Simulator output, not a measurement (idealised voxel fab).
A process module follows: voxel released beams.
Section shown: cut. Width: 170 nm. Cell size: 5 nm, square.
If you're reading a cross-section in this doc, picture square cells in a grid; it comes to you as bands, top ones listed first down to the bottom, and a band can be one or more rows of cells. Within each band entry, the heights of the top and of the bottom of the band appear first, in that order and in nm; the materials of the band then follow from left to right, each with its corresponding width in nm. The designation "throughout" on a single material indicates that it fills the band from edge to edge; the designation "blank" indicates empty space. The level at which height equals 0 is the one under which the wafer, as it arrives, is entirely one material. No lower edge exists for the bottom band, which continues downward and is notated as in "z 0 and below". It should be noted that a width expressed as "30->40" varies in equal increments from row to row of cells within the band, taking the value of the first number at the top row and that of the second number at the bottom row. "changes: none" after a step means that no cell of the cross-section changed. "Closed void roster" - sealed voids, min. 8 cells, no opening to top; format: width x height at distance (distance from left edge; nm throughout). On a step's line, text after the settings is the simulator commenting on that step. "overlay nm" denotes, for a step that has a mask, the displacement of the mask to the right of its planned place, with negative values corresponding to the left.
The planned process steps are enumerated hereunder:
1. RECEIVE with material Si
2. CONFORMAL_DEP with material SiN, thk nm 10
3. DIRECTIONAL_DEP with material SiO2, thk nm 10
4. MASKED_ETCH with tone open, mask id ANCHOR, width nm 45, etch materials SiO2, depth nm 10, overlay nm 0
5. CONFORMAL_DEP with material W, thk nm 15
6. MASKED_ETCH with tone cover, mask id BEAM, width nm 105, etch materials W, depth nm 15, overlay nm 0
7. STRIP with etch materials SiO2
Incoming wafer, cross-sectional view, post step 1:
    z 0 and below  Si throughout
    Closed void roster: none
Wafer cross-section at module end: first of two, run to plan:
    z 35 to 25  blank 30, then W 20, then blank 15, then W 70, then blank 35
    z 25 to 20  blank 30, then W 105, then blank 35
    z 20 to 10  blank 35, then W 45, then blank 90
    z 10 to 0  SiN throughout
    z 0 and below  Si throughout
    Closed void roster: none
Second of two wafers, module complete, sectioned: it shares the first wafer's start and plan but was run with one mistake:
    z 35 to 25  blank 25, then W 25, then blank 15, then W 65, then blank 40
    z 25 to 20  blank 25, then W 105, then blank 40
    z 20 to 10  blank 35, then W 45, then blank 90
    z 10 to 0  SiN throughout
    z 0 and below  Si throughout
    Closed void roster: none
What broke from the plan during processing? not per plan at step 6, really ran MASKED_ETCH with tone cover, mask id BEAM, width nm 105, etch materials W, depth nm 15, overlay nm -5
at the end the second wafer has, in cells: as many of each material as the first, in other places
